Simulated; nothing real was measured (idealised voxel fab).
Process module in this document: voxel wiring stack
Cross-sectional view cut (width: 265 nm; square cell size: 5 nm).
Format of a cross-section: grid, square cells. Given as bands. Order: top down. Band: one or more rows of cells. Heads up on the band format: heights come first, top then bottom, in nm. After that it's the materials left to right, each with its width in nm. A single material flagged "all across" fills the whole band edge to edge, and "empty" means there's empty space there. Below 0: as-received wafer, all one material; heights counted from there. Lowest band: no bottom, goes on down, written "0 down". The width entry "30->40" should be interpreted row by row: the top row of cells in the band takes the first number, the bottom row takes the second number, and the change between adjacent rows is uniform throughout. No cell of the cross-section changed in a step that is given as "no alterations made". Voids, enclosed: empty space of 8 cells or more with no open way to the top, each as width x height at its distance from the left edge, in nm. It should be noted that, on the line of a given step, the content following the step's settings is a remark produced by the simulator itself with respect to that step. What "overlay nm" on a step's line means: if the step has a mask, that mask lay this far to the right of its planned place, or, when the value is negative, to the left.
The planned process steps are enumerated hereunder:
step 1: RECEIVE with material Si
step 2: CONFORMAL_DEP with material SiO2, thk nm 15
step 3: DIRECTIONAL_DEP with material TiN, thk nm 5
step 4: DIRECTIONAL_DEP with material Ru, thk nm 25
step 5: MASKED_ETCH with tone cover, mask id METAL_1, width nm 20, pitch nm 35, etch materials Ru, depth nm 25, overlay nm 0
step 6: MASKED_ETCH with tone cover, mask id METAL_1, width nm 20, pitch nm 35, etch materials TiN, depth nm 5, overlay nm 0
step 7: CONFORMAL_DEP with material SiCN, thk nm 5
step 8: FILL_DEP with material lowk, thk nm 5
step 9: CMP with height nm 45
step 10: CONFORMAL_DEP with material SiCN, thk nm 5
step 11: DIRECTIONAL_DEP with material SiO2, thk nm 30
step 12: MASKED_ETCH with tone open, mask id METAL_2, width nm 20, pitch nm 35, etch materials SiO2, depth nm 15, overlay nm 0
step 13: DIRECTIONAL_DEP with material aC, thk nm 10
step 14: PATTERN with tone open, mask id METAL_2_HOLES, material resist, width nm 15, pitch nm 70, thk nm 25, overlay nm 0
step 15: DIRECTIONAL_ETCH with etch materials aC, depth nm 10
step 16: STRIP with etch materials resist
step 17: DIRECTIONAL_ETCH with etch materials SiO2, depth nm 15
step 18: DIRECTIONAL_ETCH with etch materials SiCN, depth nm 5
step 19: STRIP with etch materials aC
step 20: CONFORMAL_DEP with material TiN, thk nm 5
step 21: FILL_DEP with material Ru, thk nm 10
step 22: CMP with height nm 80
step 23: CONFORMAL_DEP with material SiCN, thk nm 5
step 24: DIRECTIONAL_DEP with material lowk, thk nm 15
step 25: MASKED_ETCH with tone open, mask id PLUG_2, width nm 15, pitch nm 35, etch materials lowk, depth nm 15, overlay nm 0
step 26: MASKED_ETCH with tone open, mask id PLUG_2, width nm 15, pitch nm 35, etch materials SiCN, depth nm 5, overlay nm 0
step 27: CONFORMAL_DEP with material TiN, thk nm 5
step 28: FILL_DEP with material Cu, thk nm 10
step 29: CMP with height nm 100
step 30: DIRECTIONAL_DEP with material TiN, thk nm 5
step 31: DIRECTIONAL_DEP with material W, thk nm 15
step 32: DIRECTIONAL_DEP with material aC, thk nm 15
step 33: PATTERN with tone cover, mask id METAL_3, material resist, width nm 20, pitch nm 35, thk nm 35, overlay nm 0
step 34: DIRECTIONAL_ETCH with etch materials aC, depth nm 15
step 35: STRIP with etch materials resist
step 36: DIRECTIONAL_ETCH with etch materials W, depth nm 15
step 37: DIRECTIONAL_ETCH with etch materials TiN, depth nm 5
step 38: STRIP with etch materials aC
step 39: CONFORMAL_DEP with material SiCN, thk nm 5
step 40: FILL_DEP with material SiO2, thk nm 10
step 41: CMP with height nm 120
step 42: CONFORMAL_DEP with material SiN, thk nm 5
First out of two wafers; run went to plan:
So this is the incoming wafer in cross-section - it's already been through step 1:
  0 down = Si all across
  Voids, enclosed: none
Take a look at the wafer's cross-section after step 2:
  15 to 0 = SiO2 all across
  Under the height 0 nothing was changed.
Take a look at the wafer's cross-section after step 3:
  20 to 15 = TiN all across
  Under the height 15 nothing was changed.
Take a look at the wafer's cross-section after step 4:
  45 to 20 = Ru all across
  Under the height 20 nothing was changed.
Take a look at the wafer's cross-section after step 5:
  45 to 20 = 85 empty  20 Ru  15 empty  20 Ru  15 empty  20 Ru  90 empty
  Under the height 20 nothing was changed.
Take a look at the wafer's cross-section after step 6:
  45 to 20 = 85 empty  20 Ru  15 empty  20 Ru  15 empty  20 Ru  90 empty
  20 to 15 = 85 empty  20 TiN  15 empty  20 TiN  15 empty  20 TiN  90 empty
  Under the height 15 nothing was changed.
Take a look at the wafer's cross-section after step 7:
  50 to 45 = 80 empty  30 SiCN  5 empty  30 SiCN  5 empty  30 SiCN  85 empty
  45 to 20 = 80 empty  5 SiCN  20 Ru  5 SiCN  5 empty  5 SiCN  20 Ru  5 SiCN  5 empty  5 SiCN  20 Ru  5 SiCN  85 empty
  20 to 15 = 85 SiCN  20 TiN  15 SiCN  20 TiN  15 SiCN  20 TiN  90 SiCN
  Under the height 15 nothing was changed.
Take a look at the wafer's cross-section after step 8:
  55 to 50 = lowk all across
  50 to 45 = 80 lowk  30 SiCN  5 lowk  30 SiCN  5 lowk  30 SiCN  85 lowk
  45 to 20 = 80 lowk  5 SiCN  20 Ru  5 SiCN  5 lowk  5 SiCN  20 Ru  5 SiCN  5 lowk  5 SiCN  20 Ru  5 SiCN  85 lowk
  Under the height 20 nothing was changed.
Take a look at the wafer's cross-section after step 9:
  45 to 20 = 80 lowk  5 SiCN  20 Ru  5 SiCN  5 lowk  5 SiCN  20 Ru  5 SiCN  5 lowk  5 SiCN  20 Ru  5 SiCN  85 lowk
  Under the height 20 nothing was changed.
Take a look at the wafer's cross-section after step 10:
  50 to 45 = SiCN all across
  Under the height 45 nothing was changed.
Take a look at the wafer's cross-section after step 11:
  80 to 50 = SiO2 all across
  Under the height 50 nothing was changed.
Take a look at the wafer's cross-section after step 12:
  80 to 65 = 85 SiO2  20 empty  15 SiO2  20 empty  15 SiO2  20 empty  90 SiO2
  Under the height 65 nothing was changed.
Take a look at the wafer's cross-section after step 13:
  90 to 80 = 85 aC  20 empty  15 aC  20 empty  15 aC  20 empty  90 aC
  80 to 75 = 85 SiO2  20 empty  15 SiO2  20 empty  15 SiO2  20 empty  90 SiO2
  75 to 65 = 85 SiO2  20 aC  15 SiO2  20 aC  15 SiO2  20 aC  90 SiO2
  Under the height 65 nothing was changed.
Take a look at the wafer's cross-section after step 14:
  115 to 90 = 85 resist  15 empty  55 resist  15 empty  95 resist
  90 to 80 = 85 aC  15 empty  5 resist  15 aC  20 resist  15 aC  15 empty  5 resist  90 aC
  80 to 75 = 85 SiO2  15 empty  5 resist  15 SiO2  20 resist  15 SiO2  15 empty  5 resist  90 SiO2
  Under the height 75 nothing was changed.
Take a look at the wafer's cross-section after step 15:
  105 to 90 = 85 resist  15 empty  55 resist  15 empty  95 resist
  90 to 80 = 85 aC  15 empty  5 resist  15 aC  20 resist  15 aC  15 empty  5 resist  90 aC
  80 to 75 = 85 SiO2  15 empty  5 resist  15 SiO2  20 resist  15 SiO2  15 empty  5 resist  90 SiO2
  75 to 65 = 85 SiO2  15 empty  5 aC  15 SiO2  20 aC  15 SiO2  15 empty  5 aC  90 SiO2
  Under the height 65 nothing was changed.
Take a look at the wafer's cross-section after step 16:
  90 to 80 = 85 aC  20 empty  15 aC  20 empty  15 aC  20 empty  90 aC
  80 to 75 = 85 SiO2  20 empty  15 SiO2  20 empty  15 SiO2  20 empty  90 SiO2
  Under the height 75 nothing was changed.
Take a look at the wafer's cross-section after step 17:
  90 to 80 = 85 aC  20 empty  15 aC  20 empty  15 aC  20 empty  90 aC
  80 to 75 = 85 SiO2  20 empty  15 SiO2  20 empty  15 SiO2  20 empty  90 SiO2
  75 to 65 = 85 SiO2  15 empty  5 aC  15 SiO2  20 aC  15 SiO2  15 empty  5 aC  90 SiO2
  65 to 50 = 85 SiO2  15 empty  55 SiO2  15 empty  95 SiO2
  Under the height 50 nothing was changed.
Take a look at the wafer's cross-section after step 18:
  90 to 80 = 85 aC  20 empty  15 aC  20 empty  15 aC  20 empty  90 aC
  80 to 75 = 85 SiO2  20 empty  15 SiO2  20 empty  15 SiO2  20 empty  90 SiO2
  75 to 65 = 85 SiO2  15 empty  5 aC  15 SiO2  20 aC  15 SiO2  15 empty  5 aC  90 SiO2
  65 to 50 = 85 SiO2  15 empty  55 SiO2  15 empty  95 SiO2
  50 to 45 = 85 SiCN  15 empty  55 SiCN  15 empty  95 SiCN
  Under the height 45 nothing was changed.
Take a look at the wafer's cross-section after step 19:
  80 to 65 = 85 SiO2  20 empty  15 SiO2  20 empty  15 SiO2  20 empty  90 SiO2
  Under the height 65 nothing was changed.
Take a look at the wafer's cross-section after step 20:
  85 to 80 = 90 TiN  10 empty  25 TiN  10 empty  25 TiN  10 empty  95 TiN
  80 to 70 = 85 SiO2  5 TiN  10 empty  5 TiN  15 SiO2  5 TiN  10 empty  5 TiN  15 SiO2  5 TiN  10 empty  5 TiN  90 SiO2
  70 to 65 = 85 SiO2  5 TiN  5 empty  10 TiN  15 SiO2  20 TiN  15 SiO2  5 TiN  5 empty  10 TiN  90 SiO2
  65 to 50 = 85 SiO2  5 TiN  5 empty  5 TiN  55 SiO2  5 TiN  5 empty  5 TiN  95 SiO2
  50 to 45 = 85 SiCN  15 TiN  55 SiCN  15 TiN  95 SiCN
  Under the height 45 nothing was changed.
Take a look at the wafer's cross-section after step 21:
  95 to 85 = Ru all across
  85 to 80 = 90 TiN  10 Ru  25 TiN  10 Ru  25 TiN  10 Ru  95 TiN
  80 to 70 = 85 SiO2  5 TiN  10 Ru  5 TiN  15 SiO2  5 TiN  10 Ru  5 TiN  15 SiO2  5 TiN  10 Ru  5 TiN  90 SiO2
  70 to 65 = 85 SiO2  5 TiN  5 Ru  10 TiN  15 SiO2  20 TiN  15 SiO2  5 TiN  5 Ru  10 TiN  90 SiO2
  65 to 50 = 85 SiO2  5 TiN  5 Ru  5 TiN  55 SiO2  5 TiN  5 Ru  5 TiN  95 SiO2
  Under the height 50 nothing was changed.
Take a look at the wafer's cross-section after step 22:
  80 to 70 = 85 SiO2  5 TiN  10 Ru  5 TiN  15 SiO2  5 TiN  10 Ru  5 TiN  15 SiO2  5 TiN  10 Ru  5 TiN  90 SiO2
  Under the height 70 nothing was changed.
Take a look at the wafer's cross-section after step 23:
  85 to 80 = SiCN all across
  Under the height 80 nothing was changed.
Take a look at the wafer's cross-section after step 24:
  100 to 85 = lowk all across
  Under the height 85 nothing was changed.
Take a look at the wafer's cross-section after step 25:
  100 to 85 = 85 lowk  15 empty  20 lowk  15 empty  20 lowk  15 empty  95 lowk
  Under the height 85 nothing was changed.
Take a look at the wafer's cross-section after step 26:
  100 to 85 = 85 lowk  15 empty  20 lowk  15 empty  20 lowk  15 empty  95 lowk
  85 to 80 = 85 SiCN  15 empty  20 SiCN  15 empty  20 SiCN  15 empty  95 SiCN
  Under the height 80 nothing was changed.
Take a look at the wafer's cross-section after step 27:
  105 to 100 = 90 TiN  5 empty  30 TiN  5 empty  30 TiN  5 empty  100 TiN
  100 to 85 = 85 lowk  5 TiN  5 empty  5 TiN  20 lowk  5 TiN  5 empty  5 TiN  20 lowk  5 TiN  5 empty  5 TiN  95 lowk
  85 to 80 = 85 SiCN  15 TiN  20 SiCN  15 TiN  20 SiCN  15 TiN  95 SiCN
  Under the height 80 nothing was changed.
Take a look at the wafer's cross-section after step 28:
  115 to 105 = Cu all across
  105 to 100 = 90 TiN  5 Cu  30 TiN  5 Cu  30 TiN  5 Cu  100 TiN
  100 to 85 = 85 lowk  5 TiN  5 Cu  5 TiN  20 lowk  5 TiN  5 Cu  5 TiN  20 lowk  5 TiN  5 Cu  5 TiN  95 lowk
  Under the height 85 nothing was changed.
Take a look at the wafer's cross-section after step 29:
  100 to 85 = 85 lowk  5 TiN  5 Cu  5 TiN  20 lowk  5 TiN  5 Cu  5 TiN  20 lowk  5 TiN  5 Cu  5 TiN  95 lowk
  Under the height 85 nothing was changed.
Take a look at the wafer's cross-section after step 30:
  105 to 100 = TiN all across
  Under the height 100 nothing was changed.
Take a look at the wafer's cross-section after step 31:
  120 to 105 = W all across
  Under the height 105 nothing was changed.
Take a look at the wafer's cross-section after step 32:
  135 to 120 = aC all across
  Under the height 120 nothing was changed.
Take a look at the wafer's cross-section after step 33:
  170 to 135 = 85 empty  20 resist  15 empty  20 resist  15 empty  20 resist  90 empty
  Under the height 135 nothing was changed.
Take a look at the wafer's cross-section after step 34:
  155 to 135 = 85 empty  20 resist  15 empty  20 resist  15 empty  20 resist  90 empty
  135 to 120 = 85 empty  20 aC  15 empty  20 aC  15 empty  20 aC  90 empty
  Under the height 120 nothing was changed.
Take a look at the wafer's cross-section after step 35:
  135 to 120 = 85 empty  20 aC  15 empty  20 aC  15 empty  20 aC  90 empty
  Under the height 120 nothing was changed.
Take a look at the wafer's cross-section after step 36:
  135 to 120 = 85 empty  20 aC  15 empty  20 aC  15 empty  20 aC  90 empty
  120 to 105 = 85 empty  20 W  15 empty  20 W  15 empty  20 W  90 empty
  Under the height 105 nothing was changed.
Take a look at the wafer's cross-section after step 37:
  135 to 120 = 85 empty  20 aC  15 empty  20 aC  15 empty  20 aC  90 empty
  120 to 105 = 85 empty  20 W  15 empty  20 W  15 empty  20 W  90 empty
  105 to 100 = 85 empty  20 TiN  15 empty  20 TiN  15 empty  20 TiN  90 empty
  Under the height 100 nothing was changed.
Take a look at the wafer's cross-section after step 38:
  120 to 105 = 85 empty  20 W  15 empty  20 W  15 empty  20 W  90 empty
  Under the height 105 nothing was changed.
Take a look at the wafer's cross-section after step 39:
  125 to 120 = 80 empty  30 SiCN  5 empty  30 SiCN  5 empty  30 SiCN  85 empty
  120 to 105 = 80 empty  5 SiCN  20 W  5 SiCN  5 empty  5 SiCN  20 W  5 SiCN  5 empty  5 SiCN  20 W  5 SiCN  85 empty
  105 to 100 = 85 SiCN  20 TiN  15 SiCN  20 TiN  15 SiCN  20 TiN  90 SiCN
  Under the height 100 nothing was changed.
Take a look at the wafer's cross-section after step 40:
  135 to 125 = SiO2 all across
  125 to 120 = 80 SiO2  30 SiCN  5 SiO2  30 SiCN  5 SiO2  30 SiCN  85 SiO2
  120 to 105 = 80 SiO2  5 SiCN  20 W  5 SiCN  5 SiO2  5 SiCN  20 W  5 SiCN  5 SiO2  5 SiCN  20 W  5 SiCN  85 SiO2
  Under the height 105 nothing was changed.
Take a look at the wafer's cross-section after step 41:
  120 to 105 = 80 SiO2  5 SiCN  20 W  5 SiCN  5 SiO2  5 SiCN  20 W  5 SiCN  5 SiO2  5 SiCN  20 W  5 SiCN  85 SiO2
  Under the height 105 nothing was changed.
Take a look at the wafer's cross-section after step 42:
  125 to 120 = SiN all across
  Under the height 120 nothing was changed.
The second wafer was prepared from the same starting point and under the same plan as the first; its processing contained one mistake, and it remains indistinguishable from the first wafer up to and including step 11:
Second wafer cross-section, taken as of the time the plan sets for step 12 to be done:
  80 to 50 = 85 SiO2  20 empty  15 SiO2  20 empty  15 SiO2  20 empty  90 SiO2
  Under the height 50 nothing was changed.
Second wafer cross-section, taken as of the time the plan sets for step 13 to be done:
  90 to 80 = 85 aC  20 empty  15 aC  20 empty  15 aC  20 empty  90 aC
  80 to 60 = 85 SiO2  20 empty  15 SiO2  20 empty  15 SiO2  20 empty  90 SiO2
  60 to 50 = 85 SiO2  20 aC  15 SiO2  20 aC  15 SiO2  20 aC  90 SiO2
  Under the height 50 nothing was changed.
Second wafer cross-section, taken as of the time the plan sets for step 14 to be done:
  115 to 90 = 85 resist  15 empty  55 resist  15 empty  95 resist
  90 to 80 = 85 aC  15 empty  5 resist  15 aC  20 resist  15 aC  15 empty  5 resist  90 aC
  80 to 60 = 85 SiO2  15 empty  5 resist  15 SiO2  20 resist  15 SiO2  15 empty  5 resist  90 SiO2
  Under the height 60 nothing was changed.
Second wafer cross-section, taken as of the time the plan sets for step 15 to be done:
  105 to 90 = 85 resist  15 empty  55 resist  15 empty  95 resist
  90 to 80 = 85 aC  15 empty  5 resist  15 aC  20 resist  15 aC  15 empty  5 resist  90 aC
  80 to 60 = 85 SiO2  15 empty  5 resist  15 SiO2  20 resist  15 SiO2  15 empty  5 resist  90 SiO2
  60 to 50 = 85 SiO2  15 empty  5 aC  15 SiO2  20 aC  15 SiO2  15 empty  5 aC  90 SiO2
  Under the height 50 nothing was changed.
Second wafer cross-section, taken as of the time the plan sets for step 16 to be done:
  90 to 80 = 85 aC  20 empty  15 aC  20 empty  15 aC  20 empty  90 aC
  80 to 60 = 85 SiO2  20 empty  15 SiO2  20 empty  15 SiO2  20 empty  90 SiO2
  Under the height 60 nothing was changed.
Second wafer cross-section, taken as of the time the plan sets for step 17 to be done: no alterations made
Second wafer cross-section, taken as of the time the plan sets for step 18 to be done:
  90 to 80 = 85 aC  20 empty  15 aC  20 empty  15 aC  20 empty  90 aC
  80 to 60 = 85 SiO2  20 empty  15 SiO2  20 empty  15 SiO2  20 empty  90 SiO2
  60 to 50 = 85 SiO2  15 empty  5 aC  15 SiO2  20 aC  15 SiO2  15 empty  5 aC  90 SiO2
  50 to 45 = 85 SiCN  15 empty  55 SiCN  15 empty  95 SiCN
  Under the height 45 nothing was changed.
Second wafer cross-section, taken as of the time the plan sets for step 19 to be done:
  80 to 50 = 85 SiO2  20 empty  15 SiO2  20 empty  15 SiO2  20 empty  90 SiO2
  Under the height 50 nothing was changed.
Second wafer cross-section, taken as of the time the plan sets for step 20 to be done:
  85 to 80 = 90 TiN  10 empty  25 TiN  10 empty  25 TiN  10 empty  95 TiN
  80 to 55 = 85 SiO2  5 TiN  10 empty  5 TiN  15 SiO2  5 TiN  10 empty  5 TiN  15 SiO2  5 TiN  10 empty  5 TiN  90 SiO2
  55 to 50 = 85 SiO2  5 TiN  5 empty  10 TiN  15 SiO2  20 TiN  15 SiO2  5 TiN  5 empty  10 TiN  90 SiO2
  50 to 45 = 85 SiCN  15 TiN  55 SiCN  15 TiN  95 SiCN
  Under the height 45 nothing was changed.
Second wafer cross-section, taken as of the time the plan sets for step 21 to be done:
  95 to 85 = Ru all across
  85 to 80 = 90 TiN  10 Ru  25 TiN  10 Ru  25 TiN  10 Ru  95 TiN
  80 to 55 = 85 SiO2  5 TiN  10 Ru  5 TiN  15 SiO2  5 TiN  10 Ru  5 TiN  15 SiO2  5 TiN  10 Ru  5 TiN  90 SiO2
  55 to 50 = 85 SiO2  5 TiN  5 Ru  10 TiN  15 SiO2  20 TiN  15 SiO2  5 TiN  5 Ru  10 TiN  90 SiO2
  Under the height 50 nothing was changed.
Second wafer cross-section, taken as of the time the plan sets for step 22 to be done:
  80 to 55 = 85 SiO2  5 TiN  10 Ru  5 TiN  15 SiO2  5 TiN  10 Ru  5 TiN  15 SiO2  5 TiN  10 Ru  5 TiN  90 SiO2
  Under the height 55 nothing was changed.
Second wafer cross-section, taken as of the time the plan sets for step 23 to be done:
  85 to 80 = SiCN all across
  Under the height 80 nothing was changed.
Second wafer cross-section, taken as of the time the plan sets for step 24 to be done:
  100 to 85 = lowk all across
  Under the height 85 nothing was changed.
Second wafer cross-section, taken as of the time the plan sets for step 25 to be done:
  100 to 85 = 85 lowk  15 empty  20 lowk  15 empty  20 lowk  15 empty  95 lowk
  Under the height 85 nothing was changed.
Second wafer cross-section, taken as of the time the plan sets for step 26 to be done:
  100 to 85 = 85 lowk  15 empty  20 lowk  15 empty  20 lowk  15 empty  95 lowk
  85 to 80 = 85 SiCN  15 empty  20 SiCN  15 empty  20 SiCN  15 empty  95 SiCN
  Under the height 80 nothing was changed.
Second wafer cross-section, taken as of the time the plan sets for step 27 to be done:
  105 to 100 = 90 TiN  5 empty  30 TiN  5 empty  30 TiN  5 empty  100 TiN
  100 to 85 = 85 lowk  5 TiN  5 empty  5 TiN  20 lowk  5 TiN  5 empty  5 TiN  20 lowk  5 TiN  5 empty  5 TiN  95 lowk
  85 to 80 = 85 SiCN  15 TiN  20 SiCN  15 TiN  20 SiCN  15 TiN  95 SiCN
  Under the height 80 nothing was changed.
Second wafer cross-section, taken as of the time the plan sets for step 28 to be done:
  115 to 105 = Cu all across
  105 to 100 = 90 TiN  5 Cu  30 TiN  5 Cu  30 TiN  5 Cu  100 TiN
  100 to 85 = 85 lowk  5 TiN  5 Cu  5 TiN  20 lowk  5 TiN  5 Cu  5 TiN  20 lowk  5 TiN  5 Cu  5 TiN  95 lowk
  Under the height 85 nothing was changed.
Second wafer cross-section, taken as of the time the plan sets for step 29 to be done:
  100 to 85 = 85 lowk  5 TiN  5 Cu  5 TiN  20 lowk  5 TiN  5 Cu  5 TiN  20 lowk  5 TiN  5 Cu  5 TiN  95 lowk
  Under the height 85 nothing was changed.
Second wafer cross-section, taken as of the time the plan sets for step 30 to be done:
  105 to 100 = TiN all across
  Under the height 100 nothing was changed.
Second wafer cross-section, taken as of the time the plan sets for step 31 to be done:
  120 to 105 = W all across
  Under the height 105 nothing was changed.
Second wafer cross-section, taken as of the time the plan sets for step 32 to be done:
  135 to 120 = aC all across
  Under the height 120 nothing was changed.
Second wafer cross-section, taken as of the time the plan sets for step 33 to be done:
  170 to 135 = 85 empty  20 resist  15 empty  20 resist  15 empty  20 resist  90 empty
  Under the height 135 nothing was changed.
Second wafer cross-section, taken as of the time the plan sets for step 34 to be done:
  155 to 135 = 85 empty  20 resist  15 empty  20 resist  15 empty  20 resist  90 empty
  135 to 120 = 85 empty  20 aC  15 empty  20 aC  15 empty  20 aC  90 empty
  Under the height 120 nothing was changed.
Second wafer cross-section, taken as of the time the plan sets for step 35 to be done:
  135 to 120 = 85 empty  20 aC  15 empty  20 aC  15 empty  20 aC  90 empty
  Under the height 120 nothing was changed.
Second wafer cross-section, taken as of the time the plan sets for step 36 to be done:
  135 to 120 = 85 empty  20 aC  15 empty  20 aC  15 empty  20 aC  90 empty
  120 to 105 = 85 empty  20 W  15 empty  20 W  15 empty  20 W  90 empty
  Under the height 105 nothing was changed.
Second wafer cross-section, taken as of the time the plan sets for step 37 to be done:
  135 to 120 = 85 empty  20 aC  15 empty  20 aC  15 empty  20 aC  90 empty
  120 to 105 = 85 empty  20 W  15 empty  20 W  15 empty  20 W  90 empty
  105 to 100 = 85 empty  20 TiN  15 empty  20 TiN  15 empty  20 TiN  90 empty
  Under the height 100 nothing was changed.
Second wafer cross-section, taken as of the time the plan sets for step 38 to be done:
  120 to 105 = 85 empty  20 W  15 empty  20 W  15 empty  20 W  90 empty
  Under the height 105 nothing was changed.
Second wafer cross-section, taken as of the time the plan sets for step 39 to be done:
  125 to 120 = 80 empty  30 SiCN  5 empty  30 SiCN  5 empty  30 SiCN  85 empty
  120 to 105 = 80 empty  5 SiCN  20 W  5 SiCN  5 empty  5 SiCN  20 W  5 SiCN  5 empty  5 SiCN  20 W  5 SiCN  85 empty
  105 to 100 = 85 SiCN  20 TiN  15 SiCN  20 TiN  15 SiCN  20 TiN  90 SiCN
  Under the height 100 nothing was changed.
Second wafer cross-section, taken as of the time the plan sets for step 40 to be done:
  135 to 125 = SiO2 all across
  125 to 120 = 80 SiO2  30 SiCN  5 SiO2  30 SiCN  5 SiO2  30 SiCN  85 SiO2
  120 to 105 = 80 SiO2  5 SiCN  20 W  5 SiCN  5 SiO2  5 SiCN  20 W  5 SiCN  5 SiO2  5 SiCN  20 W  5 SiCN  85 SiO2
  Under the height 105 nothing was changed.
Second wafer cross-section, taken as of the time the plan sets for step 41 to be done:
  120 to 105 = 80 SiO2  5 SiCN  20 W  5 SiCN  5 SiO2  5 SiCN  20 W  5 SiCN  5 SiO2  5 SiCN  20 W  5 SiCN  85 SiO2
  Under the height 105 nothing was changed.
Second wafer cross-section, taken as of the time the plan sets for step 42 to be done:
  125 to 120 = SiN all across
  Under the height 120 nothing was changed.
Deviation noted in wafer processing: the plan's step 12 ran twice
Heads up, by the end the second wafer has more or fewer cells of some materials compared to the first: Ru: 12 more; SiO2: 18 fewer; TiN: 6 more
